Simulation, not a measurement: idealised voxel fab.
Process module in this document: voxel transistor to metal
Cross-section cut spans 200 nm and uses square cells 5 nm in size.
Cross-section layout: square cells on a grid; listed as bands, top to bottom; a band spans one or more cell rows. In this notation a band is specified by the heights of its top and bottom, in that order and in nm, after which its materials appear from left to right, each paired with its width in nm. The word "full width" attached to a single material means that material fills the band from edge to edge; the word "blank" stands for empty space. Convention: height 0 is the level below which the wafer, as received, is all one material. The lowest band does not terminate at the bottom but continues downward, represented as "z 0 and below". Width "30..40": first value at the band's top row of cells, second value at its bottom row, equal change from row to row. Take "no alterations made" at face value: in the step it is given for, the cross-section changed in none of its cells. Under "Enclosed void list" you'll find the enclosed gaps, the ones with no way out to the top, that are 8 cells or bigger; each reads width x height at distance, with distance counted from the left edge, everything in nm. It should be noted that, on the line of a given step, the content following the step's settings is a remark produced by the simulator itself with respect to that step. A step's line can hold "overlay nm"; with a mask on that step, the setting says how far right of the planned place the mask lay, while a negative setting says it lay to the left. Note: before/after cross-section pairs follow, one process step per pair, after-side truncated at the lowest changed band, step and settings given beneath. Different runs of this module on the same starting wafer may supply the pairs; a pair continues the one above only where the "Before the step" entry says so.

# Before the step
    z 0 and below: Si full width
    Enclosed void list: none

# Post-Step Appearance
    z 5 to 0: SiO2 full width
    Nothing below the height 0 has changed.
    Enclosed void list: none
Can you say which step sits between the two cross-sections above? CONFORMAL_DEP,material SiO2,thk nm 5

Before the step: the state before this step is the cross-section shown after the step in the pair just above.

# Post-Step Appearance
    z 15 to 5: SiN full width
    Nothing below the height 5 has changed.
    Enclosed void list: none
Can you say which step sits between the two cross-sections above? CONFORMAL_DEP,material SiN,thk nm 10

Before the step: the state before this step is the cross-section shown after the step in the pair just above.

# Post-Step Appearance
    z 15 to 5: blank 30, SiN 135, blank 35
    Nothing below the height 5 has changed.
    Enclosed void list: none
Can you say which step sits between the two cross-sections above? MASKED_ETCH,tone cover,mask id ACTIVE,width nm 135,etch materials SiN,depth nm 10,overlay nm 0

Before the step: the state before this step is the cross-section shown after the step in the pair just above.

# Post-Step Appearance
    z 15 to 5: blank 30, SiN 135, blank 35
    z 5 to 0: blank 30, SiO2 135, blank 35
    Nothing below the height 0 has changed.
    Enclosed void list: none
Can you say which step sits between the two cross-sections above? MASKED_ETCH,tone cover,mask id ACTIVE,width nm 135,etch materials SiO2,depth nm 5,overlay nm 0

Before the step: the state before this step is the cross-section shown after the step in the pair just above.

# Post-Step Appearance
    z 15 to 5: blank 30, SiN 135, blank 35
    z 5 to 0: blank 30, SiO2 135, blank 35
    z 0 to -35: blank 30, Si 135, blank 35
    Nothing below the height -35 has changed.
    Enclosed void list: none
Can you say which step sits between the two cross-sections above? MASKED_ETCH,tone cover,mask id ACTIVE,width nm 135,etch materials Si,depth nm 35,overlay nm 0

Before the step: the state before this step is the cross-section shown after the step in the pair just above.

# Post-Step Appearance
    z 15 to 5: blank 30, SiN 135, blank 35
    z 5 to 0: blank 30, SiO2 135, blank 35
    z 0 to -35: blank 30, SiO2 5, Si 125, SiO2 5, blank 35
    z -35 to -40: SiO2 35, Si 125, SiO2 40
    Nothing below the height -40 has changed.
    Enclosed void list: none
Can you say which step sits between the two cross-sections above? OXIDIZE,depth nm 5

Before the step: the state before this step is the cross-section shown after the step in the pair just above.

# Post-Step Appearance
    z 25 to 15: SiO2 full width
    z 15 to 5: SiO2 30, SiN 135, SiO2 35
    z 5 to 0: SiO2 full width
    z 0 to -40: SiO2 35, Si 125, SiO2 40
    Nothing below the height -40 has changed.
    Enclosed void list: none
Can you say which step sits between the two cross-sections above? FILL_DEP,material SiO2,thk nm 10

Before the step: the state before this step is the cross-section shown after the step in the pair just above.

# Post-Step Appearance
    z 15 to 5: SiO2 30, SiN 135, SiO2 35
    Nothing below the height 5 has changed.
    Enclosed void list: none
Can you say which step sits between the two cross-sections above? CMP,height nm 15

Before the step: the state before this step is the cross-section shown after the step in the pair just above.

# Post-Step Appearance
    z 15 to 10: blank 30, SiN 135, blank 35
    Nothing below the height 10 has changed.
    Enclosed void list: none
Can you say which step sits between the two cross-sections above? SELECTIVE_ETCH,etch materials SiO2,depth nm 5

Before the step: the state before this step is the cross-section shown after the step in the pair just above.

# Post-Step Appearance
    z 10 to 5: SiO2 30, blank 135, SiO2 35
    Nothing below the height 5 has changed.
    Enclosed void list: none
Can you say which step sits between the two cross-sections above? STRIP,etch materials SiN

Before the step: the state before this step is the cross-section shown after the step in the pair just above.

# Post-Step Appearance
    z 5 to 0: SiO2 25, blank 145, SiO2 30
    Nothing below the height 0 has changed.
    Enclosed void list: none
Can you say which step sits between the two cross-sections above? SELECTIVE_ETCH,etch materials SiO2,depth nm 5

Before the step: the state before this step is the cross-section shown after the step in the pair just above.

# Post-Step Appearance
    z 5 to 0: SiO2 25, blank 145, SiO2 30
    z 0 to -5: SiO2 full width
    Nothing below the height -5 has changed.
    Enclosed void list: none
Can you say which step sits between the two cross-sections above? OXIDIZE,depth nm 5

Before the step: the state before this step is the cross-section shown after the step in the pair just above.

# Post-Step Appearance
    z 35 to 30: polySi 25, blank 145, polySi 30
    z 30 to 5: polySi full width
    z 5 to 0: SiO2 25, polySi 145, SiO2 30
    Nothing below the height 0 has changed.
    Enclosed void list: none
Can you say which step sits between the two cross-sections above? DIRECTIONAL_DEP,material polySi,thk nm 30

Before the step: the state before this step is the cross-section shown after the step in the pair just above.

# Post-Step Appearance
    z 50 to 45: SiCN 25, blank 145, SiCN 30
    z 45 to 35: SiCN full width
    z 35 to 30: polySi 25, SiCN 145, polySi 30
    Nothing below the height 30 has changed.
    Enclosed void list: none
Can you say which step sits between the two cross-sections above? DIRECTIONAL_DEP,material SiCN,thk nm 15

Before the step: the state before this step is the cross-section shown after the step in the pair just above.

# Post-Step Appearance
    z 65 to 60: aC 25, blank 145, aC 30
    z 60 to 50: aC full width
    z 50 to 45: SiCN 25, aC 145, SiCN 30
    Nothing below the height 45 has changed.
    Enclosed void list: none
Can you say which step sits between the two cross-sections above? DIRECTIONAL_DEP,material aC,thk nm 15

Before the step: the state before this step is the cross-section shown after the step in the pair just above.

# Post-Step Appearance
    z 100 to 65: blank 80, resist 35, blank 85
    z 65 to 60: aC 25, blank 55, resist 35, blank 55, aC 30
    Nothing below the height 60 has changed.
    Enclosed void list: none
Can you say which step sits between the two cross-sections above? PATTERN,tone cover,mask id GATE,material resist,width nm 35,thk nm 35,overlay nm 0

Before the step: the state before this step is the cross-section shown after the step in the pair just above.

# Post-Step Appearance
    z 85 to 60: blank 80, resist 35, blank 85
    z 60 to 50: blank 80, aC 35, blank 85
    z 50 to 45: SiCN 25, blank 55, aC 35, blank 55, SiCN 30
    Nothing below the height 45 has changed.
    Enclosed void list: none
Can you say which step sits between the two cross-sections above? DIRECTIONAL_ETCH,etch materials aC,depth nm 15

Before the step: the state before this step is the cross-section shown after the step in the pair just above.

# Post-Step Appearance
    z 60 to 50: blank 80, aC 35, blank 85
    Nothing below the height 50 has changed.
    Enclosed void list: none
Can you say which step sits between the two cross-sections above? STRIP,etch materials resist

Before the step: the state before this step is the cross-section shown after the step in the pair just above.

# Post-Step Appearance
    z 60 to 45: blank 80, aC 35, blank 85
    z 45 to 35: blank 80, SiCN 35, blank 85
    z 35 to 30: polySi 25, blank 55, SiCN 35, blank 55, polySi 30
    Nothing below the height 30 has changed.
    Enclosed void list: none
Can you say which step sits between the two cross-sections above? DIRECTIONAL_ETCH,etch materials SiCN,depth nm 25

Before the step: the state before this step is the cross-section shown after the step in the pair just above.

# Post-Step Appearance
    z 60 to 45: blank 80, aC 35, blank 85
    z 45 to 30: blank 80, SiCN 35, blank 85
    z 30 to 5: blank 80, polySi 35, blank 85
    z 5 to 0: SiO2 25, blank 55, polySi 35, blank 55, SiO2 30
    Nothing below the height 0 has changed.
    Enclosed void list: none
Can you say which step sits between the two cross-sections above? DIRECTIONAL_ETCH,etch materials polySi,depth nm 40

Before the step: the state before this step is the cross-section shown after the step in the pair just above.

# Post-Step Appearance
    z 45 to 30: blank 80, SiCN 35, blank 85
    Nothing below the height 30 has changed.
    Enclosed void list: none
Can you say which step sits between the two cross-sections above? STRIP,etch materials aC

Before the step: the state before this step is the cross-section shown after the step in the pair just above.

# Post-Step Appearance
    z 50 to 45: blank 75, SiO2 45, blank 80
    z 45 to 30: blank 75, SiO2 5, SiCN 35, SiO2 5, blank 80
    z 30 to 10: blank 75, SiO2 5, polySi 35, SiO2 5, blank 80
    z 10 to 5: SiO2 30, blank 45, SiO2 5, polySi 35, SiO2 5, blank 45, SiO2 35
    z 5 to 0: SiO2 80, polySi 35, SiO2 85
    Nothing below the height 0 has changed.
    Enclosed void list: none
Can you say which step sits between the two cross-sections above? CONFORMAL_DEP,material SiO2,thk nm 5

Before the step: the state before this step is the cross-section shown after the step in the pair just above.

# Post-Step Appearance
    z 45 to 30: blank 75, SiO2 5, SiCN 35, SiO2 5, blank 80
    z 30 to 5: blank 75, SiO2 5, polySi 35, SiO2 5, blank 80
    z 5 to 0: SiO2 30, blank 45, SiO2 5, polySi 35, SiO2 5, blank 45, SiO2 35
    Nothing below the height 0 has changed.
    Enclosed void list: none
Can you say which step sits between the two cross-sections above? DIRECTIONAL_ETCH,etch materials SiO2,depth nm 5

Before the step: the state before this step is the cross-section shown after the step in the pair just above.

# Post-Step Appearance
    z 55 to 45: blank 65, SiN 65, blank 70
    z 45 to 30: blank 65, SiN 10, SiO2 5, SiCN 35, SiO2 5, SiN 10, blank 70
    z 30 to 15: blank 65, SiN 10, SiO2 5, polySi 35, SiO2 5, SiN 10, blank 70
    z 15 to 10: SiN 40, blank 25, SiN 10, SiO2 5, polySi 35, SiO2 5, SiN 10, blank 25, SiN 45
    z 10 to 5: SiN 75, SiO2 5, polySi 35, SiO2 5, SiN 80
    z 5 to 0: SiO2 30, SiN 45, SiO2 5, polySi 35, SiO2 5, SiN 45, SiO2 35
    Nothing below the height 0 has changed.
    Enclosed void list: none
Can you say which step sits between the two cross-sections above? CONFORMAL_DEP,material SiN,thk nm 10

Before the step: the state before this step is the cross-section shown after the step in the pair just above.

# Post-Step Appearance
    z 45 to 30: blank 65, SiN 10, SiO2 5, SiCN 35, SiO2 5, SiN 10, blank 70
    z 30 to 5: blank 65, SiN 10, SiO2 5, polySi 35, SiO2 5, SiN 10, blank 70
    z 5 to 0: SiO2 30, SiN 10, blank 25, SiN 10, SiO2 5, polySi 35, SiO2 5, SiN 10, blank 25, SiN 10, SiO2 35
    Nothing below the height 0 has changed.
    Enclosed void list: none
Can you say which step sits between the two cross-sections above? DIRECTIONAL_ETCH,etch materials SiN,depth nm 10

Before the step: the state before this step is the cross-section shown after the step in the pair just above.

# Post-Step Appearance
    z 45 to 40: blank 65, SiN 10, blank 5, SiCN 35, blank 5, SiN 10, blank 70
    z 40 to 30: blank 65, SiN 10, SiO2 5, SiCN 35, SiO2 5, SiN 10, blank 70
    z 30 to 5: blank 65, SiN 10, SiO2 5, polySi 35, SiO2 5, SiN 10, blank 70
    z 5 to 0: blank 30, SiN 10, blank 25, SiN 10, SiO2 5, polySi 35, SiO2 5, SiN 10, blank 25, SiN 10, blank 35
    z 0 to -5: SiO2 40, blank 25, SiO2 65, blank 25, SiO2 45
    Nothing below the height -5 has changed.
    Enclosed void list: none
Can you say which step sits between the two cross-sections above? DIRECTIONAL_ETCH,etch materials SiO2,depth nm 5

Before the step: the state before this step is the cross-section shown after the step in the pair just above.

# Post-Step Appearance
    z 45 to 40: blank 65, SiN 10, blank 5, SiCN 35, blank 5, SiN 10, blank 70
    z 40 to 30: blank 65, SiN 10, SiO2 5, SiCN 35, SiO2 5, SiN 10, blank 70
    z 30 to 5: blank 65, SiN 10, SiO2 5, polySi 35, SiO2 5, SiN 10, blank 70
    z 5 to 0: blank 30, SiN 10, blank 25, SiN 10, SiO2 5, polySi 35, SiO2 5, SiN 10, blank 25, SiN 10, blank 35
    z 0 to -5: SiO2 40, blank 25, SiO2 65, blank 25, SiO2 45
    z -5 to -10: SiO2 35, Si 5, blank 25, Si 65, blank 25, Si 5, SiO2 40
    Nothing below the height -10 has changed.
    Enclosed void list: none
Can you say which step sits between the two cross-sections above? DIRECTIONAL_ETCH,etch materials Si,depth nm 5

Before the step: the state before this step is the cross-section shown after the step in the pair just above.

# Post-Step Appearance
    z 45 to 40: blank 65, SiN 10, blank 5, SiCN 35, blank 5, SiN 10, blank 70
    z 40 to 30: blank 65, SiN 10, SiO2 5, SiCN 35, SiO2 5, SiN 10, blank 70
    z 30 to 5: blank 65, SiN 10, SiO2 5, polySi 35, SiO2 5, SiN 10, blank 70
    z 5 to 0: blank 30, SiN 10, blank 25, SiN 10, SiO2 5, polySi 35, SiO2 5, SiN 10, blank 25, SiN 10, blank 35
    z 0 to -5: SiO2 40, pSi 5, blank 15, pSi 5, SiO2 65, pSi 5, blank 15, pSi 5, SiO2 45
    z -5 to -10: SiO2 35, Si 5, pSi 25, Si 65, pSi 25, Si 5, SiO2 40
    Nothing below the height -10 has changed.
    Enclosed void list: none
Can you say which step sits between the two cross-sections above? EPI,material pSi,thk nm 5

Before the step: the state before this step is the cross-section shown after the step in the pair just above.

# Post-Step Appearance
    z 50 to 45: SiO2 full width
    z 45 to 30: SiO2 65, SiN 10, SiO2 5, SiCN 35, SiO2 5, SiN 10, SiO2 70
    z 30 to 5: SiO2 65, SiN 10, SiO2 5, polySi 35, SiO2 5, SiN 10, SiO2 70
    z 5 to 0: SiO2 30, SiN 10, SiO2 25, SiN 10, SiO2 5, polySi 35, SiO2 5, SiN 10, SiO2 25, SiN 10, SiO2 35
    z 0 to -5: SiO2 40, pSi 5, SiO2 15, pSi 5, SiO2 65, pSi 5, SiO2 15, pSi 5, SiO2 45
    Nothing below the height -5 has changed.
    Enclosed void list: none
Can you say which step sits between the two cross-sections above? FILL_DEP,material SiO2,thk nm 5

Before the step: the state before this step is the cross-section shown after the step in the pair just above.

# Post-Step Appearance
    z 30 to 5: SiO2 65, SiN 10, SiO2 5, polySi 35, SiO2 5, SiN 10, SiO2 70
    Nothing below the height 5 has changed.
    Enclosed void list: none
Can you say which step sits between the two cross-sections above? CMP,height nm 30

Before the step: the state before this step is the cross-section shown after the step in the pair just above.

# Post-Step Appearance
    z 30 to 5: SiO2 65, SiN 10, SiO2 5, blank 35, SiO2 5, SiN 10, SiO2 70
    z 5 to 0: SiO2 30, SiN 10, SiO2 25, SiN 10, SiO2 5, blank 35, SiO2 5, SiN 10, SiO2 25, SiN 10, SiO2 35
    Nothing below the height 0 has changed.
    Enclosed void list: none
Can you say which step sits between the two cross-sections above? STRIP,etch materials polySi

Before the step: the state before this step is the cross-section shown after the step in the pair just above.

# Post-Step Appearance
    z 30 to 25: blank 65, SiN 10, blank 45, SiN 10, blank 70
    z 25 to 5: SiO2 65, SiN 10, blank 45, SiN 10, SiO2 70
    z 5 to 0: SiO2 30, SiN 10, SiO2 25, SiN 10, blank 45, SiN 10, SiO2 25, SiN 10, SiO2 35
    z 0 to -5: SiO2 40, pSi 5, SiO2 15, pSi 5, SiO2 10, blank 45, SiO2 10, pSi 5, SiO2 15, pSi 5, SiO2 45
    Nothing below the height -5 has changed.
    Enclosed void list: none
Can you say which step sits between the two cross-sections above? SELECTIVE_ETCH,etch materials SiO2,depth nm 5

Before the step: the state before this step is the cross-section shown after the step in the pair just above.

# Post-Step Appearance
    z 35 to 30: blank 60, HfO2 20, blank 35, HfO2 20, blank 65
    z 30 to 25: HfO2 65, SiN 10, HfO2 5, blank 35, HfO2 5, SiN 10, HfO2 70
    z 25 to 5: SiO2 65, SiN 10, HfO2 5, blank 35, HfO2 5, SiN 10, SiO2 70
    z 5 to 0: SiO2 30, SiN 10, SiO2 25, SiN 10, HfO2 5, blank 35, HfO2 5, SiN 10, SiO2 25, SiN 10, SiO2 35
    z 0 to -5: SiO2 40, pSi 5, SiO2 15, pSi 5, SiO2 10, HfO2 45, SiO2 10, pSi 5, SiO2 15, pSi 5, SiO2 45
    Nothing below the height -5 has changed.
    Enclosed void list: none
Can you say which step sits between the two cross-sections above? CONFORMAL_DEP,material HfO2,thk nm 5

Before the step: the state before this step is the cross-section shown after the step in the pair just above.

# Post-Step Appearance
    z 40 to 35: blank 55, TiN 30, blank 25, TiN 30, blank 60
    z 35 to 30: TiN 60, HfO2 20, TiN 5, blank 25, TiN 5, HfO2 20, TiN 65
    z 30 to 25: HfO2 65, SiN 10, HfO2 5, TiN 5, blank 25, TiN 5, HfO2 5, SiN 10, HfO2 70
    z 25 to 5: SiO2 65, SiN 10, HfO2 5, TiN 5, blank 25, TiN 5, HfO2 5, SiN 10, SiO2 70
    z 5 to 0: SiO2 30, SiN 10, SiO2 25, SiN 10, HfO2 5, TiN 35, HfO2 5, SiN 10, SiO2 25, SiN 10, SiO2 35
    Nothing below the height 0 has changed.
    Enclosed void list: none
Can you say which step sits between the two cross-sections above? CONFORMAL_DEP,material TiN,thk nm 5

Before the step: the state before this step is the cross-section shown after the step in the pair just above.

# Post-Step Appearance
    z 45 to 40: W full width
    z 40 to 35: W 55, TiN 30, W 25, TiN 30, W 60
    z 35 to 30: TiN 60, HfO2 20, TiN 5, W 25, TiN 5, HfO2 20, TiN 65
    z 30 to 25: HfO2 65, SiN 10, HfO2 5, TiN 5, W 25, TiN 5, HfO2 5, SiN 10, HfO2 70
    z 25 to 5: SiO2 65, SiN 10, HfO2 5, TiN 5, W 25, TiN 5, HfO2 5, SiN 10, SiO2 70
    Nothing below the height 5 has changed.
    Enclosed void list: none
Can you say which step sits between the two cross-sections above? FILL_DEP,material W,thk nm 5

Before the step: the state before this step is the cross-section shown after the step in the pair just above.

# Post-Step Appearance
    z 25 to 5: SiO2 65, SiN 10, HfO2 5, TiN 5, W 25, TiN 5, HfO2 5, SiN 10, SiO2 70
    Nothing below the height 5 has changed.
    Enclosed void list: none
Can you say which step sits between the two cross-sections above? CMP,height nm 25

Before the step: the state before this step is the cross-section shown after the step in the pair just above.

# Post-Step Appearance
    z 35 to 25: SiO2 full width
    Nothing below the height 25 has changed.
    Enclosed void list: none
Can you say which step sits between the two cross-sections above? DIRECTIONAL_DEP,material SiO2,thk nm 10

Before the step: the state before this step is the cross-section shown after the step in the pair just above.

# Post-Step Appearance
    z 50 to 35: resist 40, blank 20, resist 75, blank 20, resist 45
    Nothing below the height 35 has changed.
    Enclosed void list: none
Can you say which step sits between the two cross-sections above? PATTERN,tone open,mask id CONTACT,material resist,width nm 20,pitch nm 95,thk nm 15,overlay nm 0

Before the step: the state before this step is the cross-section shown after the step in the pair just above.

# Post-Step Appearance
    z 50 to 35: resist 40, blank 20, resist 75, blank 20, resist 45
    z 35 to 25: SiO2 40, blank 20, SiO2 75, blank 20, SiO2 45
    z 25 to 5: SiO2 40, blank 20, SiO2 5, SiN 10, HfO2 5, TiN 5, W 25, TiN 5, HfO2 5, SiN 10, SiO2 5, blank 20, SiO2 45
    z 5 to 0: SiO2 30, SiN 10, blank 20, SiO2 5, SiN 10, HfO2 5, TiN 35, HfO2 5, SiN 10, SiO2 5, blank 20, SiN 10, SiO2 35
    z 0 to -5: SiO2 40, pSi 5, blank 15, pSi 5, SiO2 10, HfO2 45, SiO2 10, pSi 5, blank 15, pSi 5, SiO2 45
    Nothing below the height -5 has changed.
    Enclosed void list: none
Can you say which step sits between the two cross-sections above? DIRECTIONAL_ETCH,etch materials SiO2,depth nm 40

Before the step: the state before this step is the cross-section shown after the step in the pair just above.

# Post-Step Appearance
    z 35 to 25: SiO2 40, blank 20, SiO2 75, blank 20, SiO2 45
    Nothing below the height 25 has changed.
    Enclosed void list: none
Can you say which step sits between the two cross-sections above? STRIP,etch materials resist

Before the step: the state before this step is the cross-section shown after the step in the pair just above.

# Post-Step Appearance
    z 40 to 35: TiN 45, blank 10, TiN 85, blank 10, TiN 50
    z 35 to 25: SiO2 40, TiN 5, blank 10, TiN 5, SiO2 75, TiN 5, blank 10, TiN 5, SiO2 45
    z 25 to 5: SiO2 40, TiN 5, blank 10, TiN 5, SiO2 5, SiN 10, HfO2 5, TiN 5, W 25, TiN 5, HfO2 5, SiN 10, SiO2 5, TiN 5, blank 10, TiN 5, SiO2 45
    z 5 to 0: SiO2 30, SiN 10, TiN 10, blank 5, TiN 5, SiO2 5, SiN 10, HfO2 5, TiN 35, HfO2 5, SiN 10, SiO2 5, TiN 5, blank 5, TiN 10, SiN 10, SiO2 35
    z 0 to -5: SiO2 40, pSi 5, TiN 15, pSi 5, SiO2 10, HfO2 45, SiO2 10, pSi 5, TiN 15, pSi 5, SiO2 45
    Nothing below the height -5 has changed.
    Enclosed void list: none
Can you say which step sits between the two cross-sections above? CONFORMAL_DEP,material TiN,thk nm 5

Before the step: the state before this step is the cross-section shown after the step in the pair just above.

# Post-Step Appearance
    z 50 to 40: W full width
    z 40 to 35: TiN 45, W 10, TiN 85, W 10, TiN 50
    z 35 to 25: SiO2 40, TiN 5, W 10, TiN 5, SiO2 75, TiN 5, W 10, TiN 5, SiO2 45
    z 25 to 5: SiO2 40, TiN 5, W 10, TiN 5, SiO2 5, SiN 10, HfO2 5, TiN 5, W 25, TiN 5, HfO2 5, SiN 10, SiO2 5, TiN 5, W 10, TiN 5, SiO2 45
    z 5 to 0: SiO2 30, SiN 10, TiN 10, W 5, TiN 5, SiO2 5, SiN 10, HfO2 5, TiN 35, HfO2 5, SiN 10, SiO2 5, TiN 5, W 5, TiN 10, SiN 10, SiO2 35
    Nothing below the height 0 has changed.
    Enclosed void list: none
Can you say which step sits between the two cross-sections above? FILL_DEP,material W,thk nm 10

Before the step: the state before this step is the cross-section shown after the step in the pair just above.

# Post-Step Appearance
    z 35 to 25: SiO2 40, TiN 5, W 10, TiN 5, SiO2 75, TiN 5, W 10, TiN 5, SiO2 45
    Nothing below the height 25 has changed.
    Enclosed void list: none
Can you say which step sits between the two cross-sections above? CMP,height nm 35

Before the step: the state before this step is the cross-section shown after the step in the pair just above.

# Post-Step Appearance
    z 40 to 35: TiN full width
    Nothing below the height 35 has changed.
    Enclosed void list: none
Can you say which step sits between the two cross-sections above? DIRECTIONAL_DEP,material TiN,thk nm 5

Before the step: the state before this step is the cross-section shown after the step in the pair just above.

# Post-Step Appearance
    z 55 to 40: Ru full width
    Nothing below the height 40 has changed.
    Enclosed void list: none
Can you say which step sits between the two cross-sections above? DIRECTIONAL_DEP,material Ru,thk nm 15

Before the step: the state before this step is the cross-section shown after the step in the pair just above.

# Post-Step Appearance
    z 55 to 40: blank 40, Ru 20, blank 75, Ru 20, blank 45
    Nothing below the height 40 has changed.
    Enclosed void list: none
Can you say which step sits between the two cross-sections above? MASKED_ETCH,tone cover,mask id METAL_1,width nm 20,pitch nm 95,etch materials Ru,depth nm 15,overlay nm 0

Before the step: the state before this step is the cross-section shown after the step in the pair just above.

# Post-Step Appearance
    z 55 to 40: blank 40, Ru 20, blank 75, Ru 20, blank 45
    z 40 to 35: blank 40, TiN 20, blank 75, TiN 20, blank 45
    Nothing below the height 35 has changed.
    Enclosed void list: none
Can you say which step sits between the two cross-sections above? MASKED_ETCH,tone cover,mask id METAL_1,width nm 20,pitch nm 95,etch materials TiN,depth nm 5,overlay nm 0

Before the step: the state before this step is the cross-section shown after the step in the pair just above.

# Post-Step Appearance
    z 60 to 55: blank 35, SiN 30, blank 65, SiN 30, blank 40
    z 55 to 40: blank 35, SiN 5, Ru 20, SiN 5, blank 65, SiN 5, Ru 20, SiN 5, blank 40
    z 40 to 35: SiN 40, TiN 20, SiN 75, TiN 20, SiN 45
    Nothing below the height 35 has changed.
    Enclosed void list: none
Can you say which step sits between the two cross-sections above? CONFORMAL_DEP,material SiN,thk nm 5

Before the step: the state before this step is the cross-section shown after the step in the pair just above.

# Post-Step Appearance
    z 65 to 60: lowk full width
    z 60 to 55: lowk 35, SiN 30, lowk 65, SiN 30, lowk 40
    z 55 to 40: lowk 35, SiN 5, Ru 20, SiN 5, lowk 65, SiN 5, Ru 20, SiN 5, lowk 40
    Nothing below the height 40 has changed.
    Enclosed void list: none
Can you say which step sits between the two cross-sections above? FILL_DEP,material lowk,thk nm 5

Before the step: the state before this step is the cross-section shown after the step in the pair just above.

# Post-Step Appearance
    z 55 to 40: lowk 35, SiN 5, Ru 20, SiN 5, lowk 65, SiN 5, Ru 20, SiN 5, lowk 40
    Nothing below the height 40 has changed.
    Enclosed void list: none
Can you say which step sits between the two cross-sections above? CMP,height nm 55

Before the step: the state before this step is the cross-section shown after the step in the pair just above.

# Post-Step Appearance
    z 60 to 55: SiCN full width
    Nothing below the height 55 has changed.
    Enclosed void list: none
Can you say which step sits between the two cross-sections above? CONFORMAL_DEP,material SiCN,thk nm 5

# Before the step
    z 45 to 30: blank 75, SiO2 5, SiCN 35, SiO2 5, blank 80
    z 30 to 5: blank 75, SiO2 5, polySi 35, SiO2 5, blank 80
    z 5 to 0: SiO2 30, blank 45, SiO2 5, polySi 35, SiO2 5, blank 45, SiO2 35
    z 0 to -5: SiO2 full width
    z -5 to -40: SiO2 35, Si 125, SiO2 40
    z -40 and below: Si full width
    Enclosed void list: none

# Post-Step Appearance
    z 45 to 40: blank 80, SiCN 35, blank 85
    z 40 to 30: blank 75, SiO2 5, SiCN 35, SiO2 5, blank 80
    z 30 to 0: blank 75, SiO2 5, polySi 35, SiO2 5, blank 80
    z 0 to -5: SiO2 30, blank 45, SiO2 45, blank 45, SiO2 35
    Nothing below the height -5 has changed.
    Enclosed void list: none
Can you say which step sits between the two cross-sections above? DIRECTIONAL_ETCH,etch materials SiO2,depth nm 5

Before the step: the state before this step is the cross-section shown after the step in the pair just above.

# Post-Step Appearance
    z 45 to 40: blank 80, SiCN 35, blank 85
    z 40 to 30: blank 75, SiO2 5, SiCN 35, SiO2 5, blank 80
    z 30 to 0: blank 75, SiO2 5, polySi 35, SiO2 5, blank 80
    z 0 to -5: SiO2 30, blank 45, SiO2 45, blank 45, SiO2 35
    z -5 to -10: SiO2 35, blank 40, Si 45, blank 40, SiO2 40
    Nothing below the height -10 has changed.
    Enclosed void list: none
Can you say which step sits between the two cross-sections above? DIRECTIONAL_ETCH,etch materials Si,depth nm 5

Before the step: the state before this step is the cross-section shown after the step in the pair just above.

# Post-Step Appearance
    z 45 to 40: blank 80, SiCN 35, blank 85
    z 40 to 30: blank 75, SiO2 5, SiCN 35, SiO2 5, blank 80
    z 30 to 0: blank 75, SiO2 5, polySi 35, SiO2 5, blank 80
    z 0 to -5: SiO2 30, blank 40, pSi 5, SiO2 45, pSi 5, blank 40, SiO2 35
    z -5 to -10: SiO2 35, pSi 40, Si 45, pSi 40, SiO2 40
    Nothing below the height -10 has changed.
    Enclosed void list: none
Can you say which step sits between the two cross-sections above? EPI,material pSi,thk nm 5

Before the step: the state before this step is the cross-section shown after the step in the pair just above.

# Post-Step Appearance
    z 50 to 45: SiO2 full width
    z 45 to 30: SiO2 80, SiCN 35, SiO2 85
    z 30 to 0: SiO2 80, polySi 35, SiO2 85
    z 0 to -5: SiO2 70, pSi 5, SiO2 45, pSi 5, SiO2 75
    Nothing below the height -5 has changed.
    Enclosed void list: none
Can you say which step sits between the two cross-sections above? FILL_DEP,material SiO2,thk nm 5

Before the step: the state before this step is the cross-section shown after the step in the pair just above.

# Post-Step Appearance
    z 30 to 0: SiO2 80, polySi 35, SiO2 85
    Nothing below the height 0 has changed.
    Enclosed void list: none
Can you say which step sits between the two cross-sections above? CMP,height nm 30

Before the step: the state before this step is the cross-section shown after the step in the pair just above.

# Post-Step Appearance
    z 30 to 0: SiO2 80, blank 35, SiO2 85
    Nothing below the height 0 has changed.
    Enclosed void list: none
Can you say which step sits between the two cross-sections above? STRIP,etch materials polySi

Before the step: the state before this step is the cross-section shown after the step in the pair just above.

# Post-Step Appearance
    z 25 to 0: SiO2 75, blank 45, SiO2 80
    z 0 to -5: SiO2 70, pSi 5, blank 45, pSi 5, SiO2 75
    Nothing below the height -5 has changed.
    Enclosed void list: none
Can you say which step sits between the two cross-sections above? SELECTIVE_ETCH,etch materials SiO2,depth nm 5

Before the step: the state before this step is the cross-section shown after the step in the pair just above.

# Post-Step Appearance
    z 30 to 25: HfO2 80, blank 35, HfO2 85
    z 25 to 0: SiO2 75, HfO2 5, blank 35, HfO2 5, SiO2 80
    z 0 to -5: SiO2 70, pSi 5, HfO2 45, pSi 5, SiO2 75
    Nothing below the height -5 has changed.
    Enclosed void list: none
Can you say which step sits between the two cross-sections above? CONFORMAL_DEP,material HfO2,thk nm 5

Before the step: the state before this step is the cross-section shown after the step in the pair just above.

# Post-Step Appearance
    z 35 to 30: TiN 85, blank 25, TiN 90
    z 30 to 25: HfO2 80, TiN 5, blank 25, TiN 5, HfO2 85
    z 25 to 5: SiO2 75, HfO2 5, TiN 5, blank 25, TiN 5, HfO2 5, SiO2 80
    z 5 to 0: SiO2 75, HfO2 5, TiN 35, HfO2 5, SiO2 80
    Nothing below the height 0 has changed.
    Enclosed void list: none
Can you say which step sits between the two cross-sections above? CONFORMAL_DEP,material TiN,thk nm 5

Before the step: the state before this step is the cross-section shown after the step in the pair just above.

# Post-Step Appearance
    z 40 to 35: W full width
    z 35 to 30: TiN 85, W 25, TiN 90
    z 30 to 25: HfO2 80, TiN 5, W 25, TiN 5, HfO2 85
    z 25 to 5: SiO2 75, HfO2 5, TiN 5, W 25, TiN 5, HfO2 5, SiO2 80
    Nothing below the height 5 has changed.
    Enclosed void list: none
Can you say which step sits between the two cross-sections above? FILL_DEP,material W,thk nm 5

Before the step: the state before this step is the cross-section shown after the step in the pair just above.

# Post-Step Appearance
    z 25 to 5: SiO2 75, HfO2 5, TiN 5, W 25, TiN 5, HfO2 5, SiO2 80
    Nothing below the height 5 has changed.
    Enclosed void list: none
Can you say which step sits between the two cross-sections above? CMP,height nm 25

Before the step: the state before this step is the cross-section shown after the step in the pair just above.

# Post-Step Appearance
    z 35 to 25: SiO2 full width
    Nothing below the height 25 has changed.
    Enclosed void list: none
Can you say which step sits between the two cross-sections above? DIRECTIONAL_DEP,material SiO2,thk nm 10
